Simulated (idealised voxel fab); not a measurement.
Process module in this document: voxel air gaps
The cross-section shown here is cut; it is 240 nm wide and divided into square cells measuring 5 nm on a side.
Each cross-section below is a grid of square cells, stated as bands in top-down order, with one or more rows of cells making up each band. Look at the band entry: it leads with the top's height and the bottom's height in nm. Then it lists the materials left to right, with a width in nm for each. The word "edge to edge" on a single material says that material fills the band edge to edge. The word "air" is empty space. Heights from 0 (as-received wafer is one material below). Bottom band endless downward, as "0..down". Top row gets the first number, bottom row gets the second, and each row in between changes by the same step: that is how a band width like "30 to 40" works. Step marked "nothing got changed"? Then no cell in the cross-section changed in it. Look at "Closed void register" for the closed voids: empty spaces with no open path to the top, sized 8 cells or up. Each is width x height at distance, distance from the left edge, all nm. What comes after the settings on a step's line is commentary from the simulator itself on that step. If you see "overlay nm" on a step's line and that step has a mask, it's telling you how far right of where it was planned the mask ended up; a negative number means it went left instead. Heads up before you read on: it's before/after pairs around one process step each, after side only down to the lowest band that changed, step plus settings under the pair. Pairs can be from different runs of this module, same starting wafer, so only chain a pair onto the one above if its "before" entry says so.
**before**
	0..down: Si edge to edge
	Closed void register: none
**Post-Step Cross-Section**
	10..0: SiO2 edge to edge
	For the remainder of the cross-section, below 0, there is no change.
	Closed void register: none
Quick note on the step between the two cross-sections above: CONFORMAL_DEP: material SiO2, thk nm 10
before: identical to the post-step cross-section of the immediately preceding pair.
**Post-Step Cross-Section**
	15..10: SiCN edge to edge
	For the remainder of the cross-section, below 10, there is no change.
	Closed void register: none
Quick note on the step between the two cross-sections above: CONFORMAL_DEP: material SiCN, thk nm 5
before: identical to the post-step cross-section of the immediately preceding pair.
**Post-Step Cross-Section**
	55..15: SiO2 edge to edge
	For the remainder of the cross-section, below 15, there is no change.
	Closed void register: none
Quick note on the step between the two cross-sections above: DIRECTIONAL_DEP: material SiO2, thk nm 40
before: identical to the post-step cross-section of the immediately preceding pair.
**Post-Step Cross-Section**
	55..15: 45 of SiO2  15 of air  30 of SiO2  15 of air  30 of SiO2  15 of air  30 of SiO2  15 of air  45 of SiO2
	For the remainder of the cross-section, below 15, there is no change.
	Closed void register: none
Quick note on the step between the two cross-sections above: MASKED_ETCH: tone open, mask id LINES, width nm 15, pitch nm 45, etch materials SiO2, depth nm 40, overlay nm 0
before: identical to the post-step cross-section of the immediately preceding pair.
**Post-Step Cross-Section**
	60..55: 50 of TiN  5 of air  40 of TiN  5 of air  40 of TiN  5 of air  40 of TiN  5 of air  50 of TiN
	55..20: 45 of SiO2  5 of TiN  5 of air  5 of TiN  30 of SiO2  5 of TiN  5 of air  5 of TiN  30 of SiO2  5 of TiN  5 of air  5 of TiN  30 of SiO2  5 of TiN  5 of air  5 of TiN  45 of SiO2
	20..15: 45 of SiO2  15 of TiN  30 of SiO2  15 of TiN  30 of SiO2  15 of TiN  30 of SiO2  15 of TiN  45 of SiO2
	For the remainder of the cross-section, below 15, there is no change.
	Closed void register: none
Quick note on the step between the two cross-sections above: CONFORMAL_DEP: material TiN, thk nm 5
before: identical to the post-step cross-section of the immediately preceding pair.
**Post-Step Cross-Section**
	70..60: Cu edge to edge
	60..55: 50 of TiN  5 of Cu  40 of TiN  5 of Cu  40 of TiN  5 of Cu  40 of TiN  5 of Cu  50 of TiN
	55..20: 45 of SiO2  5 of TiN  5 of Cu  5 of TiN  30 of SiO2  5 of TiN  5 of Cu  5 of TiN  30 of SiO2  5 of TiN  5 of Cu  5 of TiN  30 of SiO2  5 of TiN  5 of Cu  5 of TiN  45 of SiO2
	For the remainder of the cross-section, below 20, there is no change.
	Closed void register: none
Quick note on the step between the two cross-sections above: FILL_DEP: material Cu, thk nm 10
before: identical to the post-step cross-section of the immediately preceding pair.
**Post-Step Cross-Section**
	55..20: 45 of SiO2  5 of TiN  5 of Cu  5 of TiN  30 of SiO2  5 of TiN  5 of Cu  5 of TiN  30 of SiO2  5 of TiN  5 of Cu  5 of TiN  30 of SiO2  5 of TiN  5 of Cu  5 of TiN  45 of SiO2
	For the remainder of the cross-section, below 20, there is no change.
	Closed void register: none
Quick note on the step between the two cross-sections above: CMP: height nm 55
before: identical to the post-step cross-section of the immediately preceding pair.
**Post-Step Cross-Section**
	65..55: 35 of air  35 of Ru  10 of air  35 of Ru  10 of air  35 of Ru  10 of air  35 of Ru  35 of air
	For the remainder of the cross-section, below 55, there is no change.
	Closed void register: none
Quick note on the step between the two cross-sections above: EPI: material Ru, thk nm 10
before: identical to the post-step cross-section of the immediately preceding pair.
**Post-Step Cross-Section**
	65..55: 35 of air  35 of Ru  10 of air  35 of Ru  10 of air  35 of Ru  10 of air  35 of Ru  35 of air
	55..20: 45 of air  5 of TiN  5 of Cu  5 of TiN  30 of air  5 of TiN  5 of Cu  5 of TiN  30 of air  5 of TiN  5 of Cu  5 of TiN  30 of air  5 of TiN  5 of Cu  5 of TiN  45 of air
	20..15: 45 of air  15 of TiN  30 of air  15 of TiN  30 of air  15 of TiN  30 of air  15 of TiN  45 of air
	For the remainder of the cross-section, below 15, there is no change.
	Closed void register: none
Quick note on the step between the two cross-sections above: SELECTIVE_ETCH: etch materials SiO2, depth nm 50
before: identical to the post-step cross-section of the immediately preceding pair.
**Post-Step Cross-Section**
	70..65: 30 of air  180 of SiCN  30 of air
	65..55: 30 of air  5 of SiCN  35 of Ru  10 of SiCN  35 of Ru  10 of SiCN  35 of Ru  10 of SiCN  35 of Ru  5 of SiCN  30 of air
	55..50: 30 of air  15 of SiCN  5 of TiN  5 of Cu  5 of TiN  30 of SiCN  5 of TiN  5 of Cu  5 of TiN  30 of SiCN  5 of TiN  5 of Cu  5 of TiN  30 of SiCN  5 of TiN  5 of Cu  5 of TiN  15 of SiCN  30 of air
	50..20: 40 of air  5 of SiCN  5 of TiN  5 of Cu  5 of TiN  5 of SiCN  20 of air  5 of SiCN  5 of TiN  5 of Cu  5 of TiN  5 of SiCN  20 of air  5 of SiCN  5 of TiN  5 of Cu  5 of TiN  5 of SiCN  20 of air  5 of SiCN  5 of TiN  5 of Cu  5 of TiN  5 of SiCN  40 of air
	20..15: 45 of SiCN  15 of TiN  30 of SiCN  15 of TiN  30 of SiCN  15 of TiN  30 of SiCN  15 of TiN  45 of SiCN
	For the remainder of the cross-section, below 15, there is no change.
	Closed void register: 20 x 30 at 65; 20 x 30 at 110; 20 x 30 at 155
Quick note on the step between the two cross-sections above: CONFORMAL_DEP: material SiCN, thk nm 5
**before**
	70..60: Cu edge to edge
	60..55: 50 of TiN  5 of Cu  40 of TiN  5 of Cu  40 of TiN  5 of Cu  40 of TiN  5 of Cu  50 of TiN
	55..20: 45 of SiO2  5 of TiN  5 of Cu  5 of TiN  30 of SiO2  5 of TiN  5 of Cu  5 of TiN  30 of SiO2  5 of TiN  5 of Cu  5 of TiN  30 of SiO2  5 of TiN  5 of Cu  5 of TiN  45 of SiO2
	20..15: 45 of SiO2  15 of TiN  30 of SiO2  15 of TiN  30 of SiO2  15 of TiN  30 of SiO2  15 of TiN  45 of SiO2
	15..10: SiCN edge to edge
	10..0: SiO2 edge to edge
	0..down: Si edge to edge
	Closed void register: none
**Post-Step Cross-Section**
	80..70: Ru edge to edge
	For the remainder of the cross-section, below 70, there is no change.
	Closed void register: none
Quick note on the step between the two cross-sections above: EPI: material Ru, thk nm 10
before: identical to the post-step cross-section of the immediately preceding pair.
**Post-Step Cross-Section**
	85..80: SiCN edge to edge
	For the remainder of the cross-section, below 80, there is no change.
	Closed void register: none
Quick note on the step between the two cross-sections above: CONFORMAL_DEP: material SiCN, thk nm 5
**before**
	65..55: 35 of air  35 of Ru  10 of air  35 of Ru  10 of air  35 of Ru  10 of air  35 of Ru  35 of air
	55..20: 45 of SiO2  5 of TiN  5 of Cu  5 of TiN  30 of SiO2  5 of TiN  5 of Cu  5 of TiN  30 of SiO2  5 of TiN  5 of Cu  5 of TiN  30 of SiO2  5 of TiN  5 of Cu  5 of TiN  45 of SiO2
	20..15: 45 of SiO2  15 of TiN  30 of SiO2  15 of TiN  30 of SiO2  15 of TiN  30 of SiO2  15 of TiN  45 of SiO2
	15..10: SiCN edge to edge
	10..0: SiO2 edge to edge
	0..down: Si edge to edge
	Closed void register: none
**Post-Step Cross-Section**
	75..55: 25 of air  190 of Ru  25 of air
	For the remainder of the cross-section, below 55, there is no change.
	Closed void register: none
Quick note on the step between the two cross-sections above: EPI: material Ru, thk nm 10
before: identical to the post-step cross-section of the immediately preceding pair.
**Post-Step Cross-Section**
	75..55: 25 of air  190 of Ru  25 of air
	55..20: 45 of air  5 of TiN  5 of Cu  5 of TiN  30 of SiO2  5 of TiN  5 of Cu  5 of TiN  30 of SiO2  5 of TiN  5 of Cu  5 of TiN  30 of SiO2  5 of TiN  5 of Cu  5 of TiN  45 of air
	20..15: 45 of air  15 of TiN  30 of SiO2  15 of TiN  30 of SiO2  15 of TiN  30 of SiO2  15 of TiN  45 of air
	For the remainder of the cross-section, below 15, there is no change.
	Closed void register: none
Quick note on the step between the two cross-sections above: SELECTIVE_ETCH: etch materials SiO2, depth nm 50
before: identical to the post-step cross-section of the immediately preceding pair.
**Post-Step Cross-Section**
	80..75: 20 of air  200 of SiCN  20 of air
	75..55: 20 of air  5 of SiCN  190 of Ru  5 of SiCN  20 of air
	55..50: 20 of air  25 of SiCN  5 of TiN  5 of Cu  5 of TiN  30 of SiO2  5 of TiN  5 of Cu  5 of TiN  30 of SiO2  5 of TiN  5 of Cu  5 of TiN  30 of SiO2  5 of TiN  5 of Cu  5 of TiN  25 of SiCN  20 of air
	50..20: 40 of air  5 of SiCN  5 of TiN  5 of Cu  5 of TiN  30 of SiO2  5 of TiN  5 of Cu  5 of TiN  30 of SiO2  5 of TiN  5 of Cu  5 of TiN  30 of SiO2  5 of TiN  5 of Cu  5 of TiN  5 of SiCN  40 of air
	20..15: 45 of SiCN  15 of TiN  30 of SiO2  15 of TiN  30 of SiO2  15 of TiN  30 of SiO2  15 of TiN  45 of SiCN
	For the remainder of the cross-section, below 15, there is no change.
	Closed void register: none
Quick note on the step between the two cross-sections above: CONFORMAL_DEP: material SiCN, thk nm 5
**before**
	55..20: 45 of SiO2  5 of TiN  5 of Cu  5 of TiN  30 of SiO2  5 of TiN  5 of Cu  5 of TiN  30 of SiO2  5 of TiN  5 of Cu  5 of TiN  30 of SiO2  5 of TiN  5 of Cu  5 of TiN  45 of SiO2
	20..15: 45 of SiO2  15 of TiN  30 of SiO2  15 of TiN  30 of SiO2  15 of TiN  30 of SiO2  15 of TiN  45 of SiO2
	15..10: SiCN edge to edge
	10..0: SiO2 edge to edge
	0..down: Si edge to edge
	Closed void register: none
**Post-Step Cross-Section**
	55..20: 45 of air  5 of TiN  5 of Cu  5 of TiN  30 of air  5 of TiN  5 of Cu  5 of TiN  30 of air  5 of TiN  5 of Cu  5 of TiN  30 of air  5 of TiN  5 of Cu  5 of TiN  45 of air
	20..15: 45 of air  15 of TiN  30 of air  15 of TiN  30 of air  15 of TiN  30 of air  15 of TiN  45 of air
	For the remainder of the cross-section, below 15, there is no change.
	Closed void register: none
Quick note on the step between the two cross-sections above: SELECTIVE_ETCH: etch materials SiO2, depth nm 50
before: identical to the post-step cross-section of the immediately preceding pair.
**Post-Step Cross-Section**
	65..55: 35 of air  35 of Ru  10 of air  35 of Ru  10 of air  35 of Ru  10 of air  35 of Ru  35 of air
	55..20: 35 of air  10 of Ru  5 of TiN  5 of Cu  5 of TiN  10 of Ru  10 of air  10 of Ru  5 of TiN  5 of Cu  5 of TiN  10 of Ru  10 of air  10 of Ru  5 of TiN  5 of Cu  5 of TiN  10 of Ru  10 of air  10 of Ru  5 of TiN  5 of Cu  5 of TiN  10 of Ru  35 of air
	20..15: 35 of air  10 of Ru  15 of TiN  10 of Ru  10 of air  10 of Ru  15 of TiN  10 of Ru  10 of air  10 of Ru  15 of TiN  10 of Ru  10 of air  10 of Ru  15 of TiN  10 of Ru  35 of air
	For the remainder of the cross-section, below 15, there is no change.
	Closed void register: none
Quick note on the step between the two cross-sections above: EPI: material Ru, thk nm 10
before: identical to the post-step cross-section of the immediately preceding pair.
**Post-Step Cross-Section**
	70..65: 30 of air  180 of SiCN  30 of air
	65..55: 30 of air  5 of SiCN  35 of Ru  10 of SiCN  35 of Ru  10 of SiCN  35 of Ru  10 of SiCN  35 of Ru  5 of SiCN  30 of air
	55..20: 30 of air  5 of SiCN  10 of Ru  5 of TiN  5 of Cu  5 of TiN  10 of Ru  10 of SiCN  10 of Ru  5 of TiN  5 of Cu  5 of TiN  10 of Ru  10 of SiCN  10 of Ru  5 of TiN  5 of Cu  5 of TiN  10 of Ru  10 of SiCN  10 of Ru  5 of TiN  5 of Cu  5 of TiN  10 of Ru  5 of SiCN  30 of air
	20..15: 35 of SiCN  10 of Ru  15 of TiN  10 of Ru  10 of SiCN  10 of Ru  15 of TiN  10 of Ru  10 of SiCN  10 of Ru  15 of TiN  10 of Ru  10 of SiCN  10 of Ru  15 of TiN  10 of Ru  35 of SiCN
	For the remainder of the cross-section, below 15, there is no change.
	Closed void register: none
Quick note on the step between the two cross-sections above: CONFORMAL_DEP: material SiCN, thk nm 5
**before**
	15..10: SiCN edge to edge
	10..0: SiO2 edge to edge
	0..down: Si edge to edge
	Closed void register: none
**Post-Step Cross-Section**
	45..15: SiO2 edge to edge
	For the remainder of the cross-section, below 15, there is no change.
	Closed void register: none
Quick note on the step between the two cross-sections above: DIRECTIONAL_DEP: material SiO2, thk nm 30
before: identical to the post-step cross-section of the immediately preceding pair.
**Post-Step Cross-Section**
	45..15: 45 of SiO2  15 of air  30 of SiO2  15 of air  30 of SiO2  15 of air  30 of SiO2  15 of air  45 of SiO2
	For the remainder of the cross-section, below 15, there is no change.
	Closed void register: none
Quick note on the step between the two cross-sections above: MASKED_ETCH: tone open, mask id LINES, width nm 15, pitch nm 45, etch materials SiO2, depth nm 40, overlay nm 0
before: identical to the post-step cross-section of the immediately preceding pair.
**Post-Step Cross-Section**
	50..45: 50 of TiN  5 of air  40 of TiN  5 of air  40 of TiN  5 of air  40 of TiN  5 of air  50 of TiN
	45..20: 45 of SiO2  5 of TiN  5 of air  5 of TiN  30 of SiO2  5 of TiN  5 of air  5 of TiN  30 of SiO2  5 of TiN  5 of air  5 of TiN  30 of SiO2  5 of TiN  5 of air  5 of TiN  45 of SiO2
	20..15: 45 of SiO2  15 of TiN  30 of SiO2  15 of TiN  30 of SiO2  15 of TiN  30 of SiO2  15 of TiN  45 of SiO2
	For the remainder of the cross-section, below 15, there is no change.
	Closed void register: none
Quick note on the step between the two cross-sections above: CONFORMAL_DEP: material TiN, thk nm 5
before: identical to the post-step cross-section of the immediately preceding pair.
**Post-Step Cross-Section**
	60..50: Cu edge to edge
	50..45: 50 of TiN  5 of Cu  40 of TiN  5 of Cu  40 of TiN  5 of Cu  40 of TiN  5 of Cu  50 of TiN
	45..20: 45 of SiO2  5 of TiN  5 of Cu  5 of TiN  30 of SiO2  5 of TiN  5 of Cu  5 of TiN  30 of SiO2  5 of TiN  5 of Cu  5 of TiN  30 of SiO2  5 of TiN  5 of Cu  5 of TiN  45 of SiO2
	For the remainder of the cross-section, below 20, there is no change.
	Closed void register: none
Quick note on the step between the two cross-sections above: FILL_DEP: material Cu, thk nm 10
before: identical to the post-step cross-section of the immediately preceding pair.
**Post-Step Cross-Section**
	55..50: Cu edge to edge
	For the remainder of the cross-section, below 50, there is no change.
	Closed void register: none
Quick note on the step between the two cross-sections above: CMP: height nm 55
before: identical to the post-step cross-section of the immediately preceding pair.
**Post-Step Cross-Section**
	65..55: Ru edge to edge
	For the remainder of the cross-section, below 55, there is no change.
	Closed void register: none
Quick note on the step between the two cross-sections above: EPI: material Ru, thk nm 10
before: identical to the post-step cross-section of the immediately preceding pair.
**Post-Step Cross-Section**
	70..65: SiCN edge to edge
	For the remainder of the cross-section, below 65, there is no change.
	Closed void register: none
Quick note on the step between the two cross-sections above: CONFORMAL_DEP: material SiCN, thk nm 5
**before**
	55..15: SiO2 edge to edge
	15..10: SiCN edge to edge
	10..0: SiO2 edge to edge
	0..down: Si edge to edge
	Closed void register: none
**Post-Step Cross-Section**
	55..15: 45 of SiO2  20 of air  25 of SiO2  20 of air  25 of SiO2  20 of air  25 of SiO2  20 of air  40 of SiO2
	For the remainder of the cross-section, below 15, there is no change.
	Closed void register: none
Quick note on the step between the two cross-sections above: MASKED_ETCH: tone open, mask id LINES, width nm 20, pitch nm 45, etch materials SiO2, depth nm 40, overlay nm 0
before: identical to the post-step cross-section of the immediately preceding pair.
**Post-Step Cross-Section**
	60..55: 50 of TiN  10 of air  35 of TiN  10 of air  35 of TiN  10 of air  35 of TiN  10 of air  45 of TiN
	55..20: 45 of SiO2  5 of TiN  10 of air  5 of TiN  25 of SiO2  5 of TiN  10 of air  5 of TiN  25 of SiO2  5 of TiN  10 of air  5 of TiN  25 of SiO2  5 of TiN  10 of air  5 of TiN  40 of SiO2
	20..15: 45 of SiO2  20 of TiN  25 of SiO2  20 of TiN  25 of SiO2  20 of TiN  25 of SiO2  20 of TiN  40 of SiO2
	For the remainder of the cross-section, below 15, there is no change.
	Closed void register: none
Quick note on the step between the two cross-sections above: CONFORMAL_DEP: material TiN, thk nm 5
before: identical to the post-step cross-section of the immediately preceding pair.
**Post-Step Cross-Section**
	70..60: Cu edge to edge
	60..55: 50 of TiN  10 of Cu  35 of TiN  10 of Cu  35 of TiN  10 of Cu  35 of TiN  10 of Cu  45 of TiN
	55..20: 45 of SiO2  5 of TiN  10 of Cu  5 of TiN  25 of SiO2  5 of TiN  10 of Cu  5 of TiN  25 of SiO2  5 of TiN  10 of Cu  5 of TiN  25 of SiO2  5 of TiN  10 of Cu  5 of TiN  40 of SiO2
	For the remainder of the cross-section, below 20, there is no change.
	Closed void register: none
Quick note on the step between the two cross-sections above: FILL_DEP: material Cu, thk nm 10
before: identical to the post-step cross-section of the immediately preceding pair.
**Post-Step Cross-Section**
	55..20: 45 of SiO2  5 of TiN  10 of Cu  5 of TiN  25 of SiO2  5 of TiN  10 of Cu  5 of TiN  25 of SiO2  5 of TiN  10 of Cu  5 of TiN  25 of SiO2  5 of TiN  10 of Cu  5 of TiN  40 of SiO2
	For the remainder of the cross-section, below 20, there is no change.
	Closed void register: none
Quick note on the step between the two cross-sections above: CMP: height nm 55
before: identical to the post-step cross-section of the immediately preceding pair.
**Post-Step Cross-Section**
	65..55: 35 of air  40 of Ru  5 of air  40 of Ru  5 of air  40 of Ru  5 of air  40 of Ru  30 of air
	For the remainder of the cross-section, below 55, there is no change.
	Closed void register: none
Quick note on the step between the two cross-sections above: EPI: material Ru, thk nm 10
before: identical to the post-step cross-section of the immediately preceding pair.
**Post-Step Cross-Section**
	65..55: 35 of air  40 of Ru  5 of air  40 of Ru  5 of air  40 of Ru  5 of air  40 of Ru  30 of air
	55..20: 45 of air  5 of TiN  10 of Cu  5 of TiN  25 of air  5 of TiN  10 of Cu  5 of TiN  25 of air  5 of TiN  10 of Cu  5 of TiN  25 of air  5 of TiN  10 of Cu  5 of TiN  40 of air
	20..15: 45 of air  20 of TiN  25 of air  20 of TiN  25 of air  20 of TiN  25 of air  20 of TiN  40 of air
	For the remainder of the cross-section, below 15, there is no change.
	Closed void register: none
Quick note on the step between the two cross-sections above: SELECTIVE_ETCH: etch materials SiO2, depth nm 50
before: identical to the post-step cross-section of the immediately preceding pair.
**Post-Step Cross-Section**
	70..65: 30 of air  185 of SiCN  25 of air
	65..55: 30 of air  5 of SiCN  40 of Ru  5 of SiCN  40 of Ru  5 of SiCN  40 of Ru  5 of SiCN  40 of Ru  5 of SiCN  25 of air
	55..50: 30 of air  15 of SiCN  5 of TiN  10 of Cu  5 of TiN  25 of SiCN  5 of TiN  10 of Cu  5 of TiN  25 of SiCN  5 of TiN  10 of Cu  5 of TiN  25 of SiCN  5 of TiN  10 of Cu  5 of TiN  15 of SiCN  25 of air
	50..20: 40 of air  5 of SiCN  5 of TiN  10 of Cu  5 of TiN  5 of SiCN  15 of air  5 of SiCN  5 of TiN  10 of Cu  5 of TiN  5 of SiCN  15 of air  5 of SiCN  5 of TiN  10 of Cu  5 of TiN  5 of SiCN  15 of air  5 of SiCN  5 of TiN  10 of Cu  5 of TiN  5 of SiCN  35 of air
	20..15: 45 of SiCN  20 of TiN  25 of SiCN  20 of TiN  25 of SiCN  20 of TiN  25 of SiCN  20 of TiN  40 of SiCN
	For the remainder of the cross-section, below 15, there is no change.
	Closed void register: 15 x 30 at 70; 15 x 30 at 115; 15 x 30 at 160
Quick note on the step between the two cross-sections above: CONFORMAL_DEP: material SiCN, thk nm 5
**before**
	55..15: SiO2 edge to edge
	15..10: SiCN edge to edge
	10..0: SiO2 edge to edge
	0..down: Si edge to edge
	Closed void register: none
**Post-Step Cross-Section**
	55..15: 50 of SiO2  15 of air  30 of SiO2  15 of air  30 of SiO2  15 of air  30 of SiO2  15 of air  40 of SiO2
	For the remainder of the cross-section, below 15, there is no change.
	Closed void register: none
Quick note on the step between the two cross-sections above: MASKED_ETCH: tone open, mask id LINES, width nm 15, pitch nm 45, etch materials SiO2, depth nm 40, overlay nm 5
before: identical to the post-step cross-section of the immediately preceding pair.
**Post-Step Cross-Section**
	60..55: 55 of TiN  5 of air  40 of TiN  5 of air  40 of TiN  5 of air  40 of TiN  5 of air  45 of TiN
	55..20: 50 of SiO2  5 of TiN  5 of air  5 of TiN  30 of SiO2  5 of TiN  5 of air  5 of TiN  30 of SiO2  5 of TiN  5 of air  5 of TiN  30 of SiO2  5 of TiN  5 of air  5 of TiN  40 of SiO2
	20..15: 50 of SiO2  15 of TiN  30 of SiO2  15 of TiN  30 of SiO2  15 of TiN  30 of SiO2  15 of TiN  40 of SiO2
	For the remainder of the cross-section, below 15, there is no change.
	Closed void register: none
Quick note on the step between the two cross-sections above: CONFORMAL_DEP: material TiN, thk nm 5
before: identical to the post-step cross-section of the immediately preceding pair.
**Post-Step Cross-Section**
	70..60: Cu edge to edge
	60..55: 55 of TiN  5 of Cu  40 of TiN  5 of Cu  40 of TiN  5 of Cu  40 of TiN  5 of Cu  45 of TiN
	55..20: 50 of SiO2  5 of TiN  5 of Cu  5 of TiN  30 of SiO2  5 of TiN  5 of Cu  5 of TiN  30 of SiO2  5 of TiN  5 of Cu  5 of TiN  30 of SiO2  5 of TiN  5 of Cu  5 of TiN  40 of SiO2
	For the remainder of the cross-section, below 20, there is no change.
	Closed void register: none
Quick note on the step between the two cross-sections above: FILL_DEP: material Cu, thk nm 10
before: identical to the post-step cross-section of the immediately preceding pair.
**Post-Step Cross-Section**
	55..20: 50 of SiO2  5 of TiN  5 of Cu  5 of TiN  30 of SiO2  5 of TiN  5 of Cu  5 of TiN  30 of SiO2  5 of TiN  5 of Cu  5 of TiN  30 of SiO2  5 of TiN  5 of Cu  5 of TiN  40 of SiO2
	For the remainder of the cross-section, below 20, there is no change.
	Closed void register: none
Quick note on the step between the two cross-sections above: CMP: height nm 55
before: identical to the post-step cross-section of the immediately preceding pair.
**Post-Step Cross-Section**
	65..55: 40 of air  35 of Ru  10 of air  35 of Ru  10 of air  35 of Ru  10 of air  35 of Ru  30 of air
	For the remainder of the cross-section, below 55, there is no change.
	Closed void register: none
Quick note on the step between the two cross-sections above: EPI: material Ru, thk nm 10
before: identical to the post-step cross-section of the immediately preceding pair.
**Post-Step Cross-Section**
	65..55: 40 of air  35 of Ru  10 of air  35 of Ru  10 of air  35 of Ru  10 of air  35 of Ru  30 of air
	55..20: 50 of air  5 of TiN  5 of Cu  5 of TiN  30 of air  5 of TiN  5 of Cu  5 of TiN  30 of air  5 of TiN  5 of Cu  5 of TiN  30 of air  5 of TiN  5 of Cu  5 of TiN  40 of air
	20..15: 50 of air  15 of TiN  30 of air  15 of TiN  30 of air  15 of TiN  30 of air  15 of TiN  40 of air
	For the remainder of the cross-section, below 15, there is no change.
	Closed void register: none
Quick note on the step between the two cross-sections above: SELECTIVE_ETCH: etch materials SiO2, depth nm 50
before: identical to the post-step cross-section of the immediately preceding pair.
**Post-Step Cross-Section**
	70..65: 35 of air  180 of SiCN  25 of air
	65..55: 35 of air  5 of SiCN  35 of Ru  10 of SiCN  35 of Ru  10 of SiCN  35 of Ru  10 of SiCN  35 of Ru  5 of SiCN  25 of air
	55..50: 35 of air  15 of SiCN  5 of TiN  5 of Cu  5 of TiN  30 of SiCN  5 of TiN  5 of Cu  5 of TiN  30 of SiCN  5 of TiN  5 of Cu  5 of TiN  30 of SiCN  5 of TiN  5 of Cu  5 of TiN  15 of SiCN  25 of air
	50..20: 45 of air  5 of SiCN  5 of TiN  5 of Cu  5 of TiN  5 of SiCN  20 of air  5 of SiCN  5 of TiN  5 of Cu  5 of TiN  5 of SiCN  20 of air  5 of SiCN  5 of TiN  5 of Cu  5 of TiN  5 of SiCN  20 of air  5 of SiCN  5 of TiN  5 of Cu  5 of TiN  5 of SiCN  35 of air
	20..15: 50 of SiCN  15 of TiN  30 of SiCN  15 of TiN  30 of SiCN  15 of TiN  30 of SiCN  15 of TiN  40 of SiCN
	For the remainder of the cross-section, below 15, there is no change.
	Closed void register: 20 x 30 at 70; 20 x 30 at 115; 20 x 30 at 160
Quick note on the step between the two cross-sections above: CONFORMAL_DEP: material SiCN, thk nm 5
**before**
	0..down: Si edge to edge
	Closed void register: none
**Post-Step Cross-Section**
	10..0: Ru edge to edge
	For the remainder of the cross-section, below 0, there is no change.
	Closed void register: none
Quick note on the step between the two cross-sections above: CONFORMAL_DEP: material Ru, thk nm 10
before: identical to the post-step cross-section of the immediately preceding pair.
**Post-Step Cross-Section**
	15..10: SiCN edge to edge
	For the remainder of the cross-section, below 10, there is no change.
	Closed void register: none
Quick note on the step between the two cross-sections above: CONFORMAL_DEP: material SiCN, thk nm 5
before: identical to the post-step cross-section of the immediately preceding pair.
**Post-Step Cross-Section**
	55..15: SiO2 edge to edge
	For the remainder of the cross-section, below 15, there is no change.
	Closed void register: none
Quick note on the step between the two cross-sections above: DIRECTIONAL_DEP: material SiO2, thk nm 40
before: identical to the post-step cross-section of the immediately preceding pair.
**Post-Step Cross-Section**
	55..15: 45 of SiO2  15 of air  30 of SiO2  15 of air  30 of SiO2  15 of air  30 of SiO2  15 of air  45 of SiO2
	For the remainder of the cross-section, below 15, there is no change.
	Closed void register: none
Quick note on the step between the two cross-sections above: MASKED_ETCH: tone open, mask id LINES, width nm 15, pitch nm 45, etch materials SiO2, depth nm 40, overlay nm 0
before: identical to the post-step cross-section of the immediately preceding pair.
**Post-Step Cross-Section**
	60..55: 50 of TiN  5 of air  40 of TiN  5 of air  40 of TiN  5 of air  40 of TiN  5 of air  50 of TiN
	55..20: 45 of SiO2  5 of TiN  5 of air  5 of TiN  30 of SiO2  5 of TiN  5 of air  5 of TiN  30 of SiO2  5 of TiN  5 of air  5 of TiN  30 of SiO2  5 of TiN  5 of air  5 of TiN  45 of SiO2
	20..15: 45 of SiO2  15 of TiN  30 of SiO2  15 of TiN  30 of SiO2  15 of TiN  30 of SiO2  15 of TiN  45 of SiO2
	For the remainder of the cross-section, below 15, there is no change.
	Closed void register: none
Quick note on the step between the two cross-sections above: CONFORMAL_DEP: material TiN, thk nm 5
before: identical to the post-step cross-section of the immediately preceding pair.
**Post-Step Cross-Section**
	70..60: Cu edge to edge
	60..55: 50 of TiN  5 of Cu  40 of TiN  5 of Cu  40 of TiN  5 of Cu  40 of TiN  5 of Cu  50 of TiN
	55..20: 45 of SiO2  5 of TiN  5 of Cu  5 of TiN  30 of SiO2  5 of TiN  5 of Cu  5 of TiN  30 of SiO2  5 of TiN  5 of Cu  5 of TiN  30 of SiO2  5 of TiN  5 of Cu  5 of TiN  45 of SiO2
	For the remainder of the cross-section, below 20, there is no change.
	Closed void register: none
Quick note on the step between the two cross-sections above: FILL_DEP: material Cu, thk nm 10
before: identical to the post-step cross-section of the immediately preceding pair.
**Post-Step Cross-Section**
	55..20: 45 of SiO2  5 of TiN  5 of Cu  5 of TiN  30 of SiO2  5 of TiN  5 of Cu  5 of TiN  30 of SiO2  5 of TiN  5 of Cu  5 of TiN  30 of SiO2  5 of TiN  5 of Cu  5 of TiN  45 of SiO2
	For the remainder of the cross-section, below 20, there is no change.
	Closed void register: none
Quick note on the step between the two cross-sections above: CMP: height nm 55
before: identical to the post-step cross-section of the immediately preceding pair.
**Post-Step Cross-Section**
	65..55: 35 of air  35 of Ru  10 of air  35 of Ru  10 of air  35 of Ru  10 of air  35 of Ru  35 of air
	For the remainder of the cross-section, below 55, there is no change.
	Closed void register: none
Quick note on the step between the two cross-sections above: EPI: material Ru, thk nm 10
before: identical to the post-step cross-section of the immediately preceding pair.
**Post-Step Cross-Section**
	65..55: 35 of air  35 of Ru  10 of air  35 of Ru  10 of air  35 of Ru  10 of air  35 of Ru  35 of air
	55..20: 45 of air  5 of TiN  5 of Cu  5 of TiN  30 of air  5 of TiN  5 of Cu  5 of TiN  30 of air  5 of TiN  5 of Cu  5 of TiN  30 of air  5 of TiN  5 of Cu  5 of TiN  45 of air
	20..15: 45 of air  15 of TiN  30 of air  15 of TiN  30 of air  15 of TiN  30 of air  15 of TiN  45 of air
	For the remainder of the cross-section, below 15, there is no change.
	Closed void register: none
Quick note on the step between the two cross-sections above: SELECTIVE_ETCH: etch materials SiO2, depth nm 50
